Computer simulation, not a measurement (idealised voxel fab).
The following is a process module called voxel gate over fins.
260 nm wide, 5 nm square cells: that's cross-section cut.
When this document writes out a cross-section, it uses a grid of square cells and lists it as bands, beginning at the top and moving down, with a band standing for one or more rows of cells. First you get the band's top height and its bottom height, in nm, and then the materials it's made of, left to right, with each width in nm. If you see a single material with "throughout", that one covers the band edge to edge. "air" is empty space. We count height from 0. Below that, the starting wafer is all one material. The lowest band never ends at the bottom but goes on down; see "top 0, no bottom" for how that is written. When a width is written as two numbers, as in "30 to 40", the first number is the width in the top row of cells of the band and the second is the width in its bottom row, and the width changes by the same amount from each row to the next. A step reported as "nothing was modified" is a step in which no cell of the cross-section changed. If an empty space has no open way to the top and is at least 8 cells in size, "Sealed internal voids" lists it, written width x height at distance, where distance is measured from the left edge and every value is in nm. Formally, on a step line, whatever follows the settings is a remark that the simulator itself makes on the step. Steps that use a mask can have "overlay nm" on their line. It says how far the mask sat to the right of where it was meant to be. Negative means to the left.

-- The steps planned for the process are as follows
1,RECEIVE (material Si)
2,CONFORMAL_DEP (material SiN; thk nm 5)
3,DIRECTIONAL_DEP (material aC; thk nm 15)
4,PATTERN (tone cover; mask id FINS; material resist; width nm 15; pitch nm 40; thk nm 30; overlay nm 0)
5,DIRECTIONAL_ETCH (etch materials aC; depth nm 15)
6,STRIP (etch materials resist)
7,DIRECTIONAL_ETCH (etch materials SiN; depth nm 5)
8,DIRECTIONAL_ETCH (etch materials Si; depth nm 35)
9,STRIP (etch materials aC)
10,OXIDIZE (depth nm 5)
11,FILL_DEP (material SiO2; thk nm 10)
12,CMP (height nm 5)
13,SELECTIVE_ETCH (etch materials SiO2; depth nm 15)
14,STRIP (etch materials SiN)
15,CONFORMAL_DEP (material HfO2; thk nm 5)
16,CONFORMAL_DEP (material TiN; thk nm 5)
17,FILL_DEP (material W; thk nm 15)
18,CMP (height nm 20)
19,CONFORMAL_DEP (material SiCN; thk nm 10)

-- Cross-section of the wafer as it came to us, i.e., already through step 1
	top 0, no bottom = Si throughout
	Sealed internal voids: none

-- What the wafer looks like in cross-section after this module, when it starts as shown above and follows the plan above but one mistake is made in running it
	top 30, bottom 20 = SiCN throughout
	top 20, bottom 5 = W throughout
	top 5, bottom 0 = 60 nm W / 15 nm TiN / 25 nm W / 15 nm TiN / 25 nm W / 15 nm TiN / 25 nm W / 15 nm TiN / 65 nm W
	top 0, bottom -5 = 60 nm W / 5 nm TiN / 5 nm Si / 5 nm TiN / 25 nm W / 5 nm TiN / 5 nm Si / 5 nm TiN / 25 nm W / 5 nm TiN / 5 nm Si / 5 nm TiN / 25 nm W / 5 nm TiN / 5 nm Si / 5 nm TiN / 65 nm W
	top -5, bottom -10 = 65 nm TiN / 5 nm Si / 35 nm TiN / 5 nm Si / 35 nm TiN / 5 nm Si / 35 nm TiN / 5 nm Si / 70 nm TiN
	top -10, bottom -40 = 65 nm SiO2 / 5 nm Si / 35 nm SiO2 / 5 nm Si / 35 nm SiO2 / 5 nm Si / 35 nm SiO2 / 5 nm Si / 70 nm SiO2
	top -40, no bottom = Si throughout
	Sealed internal voids: none
Want to know what went wrong? the plan's step 15 went unexecuted, having been skipped
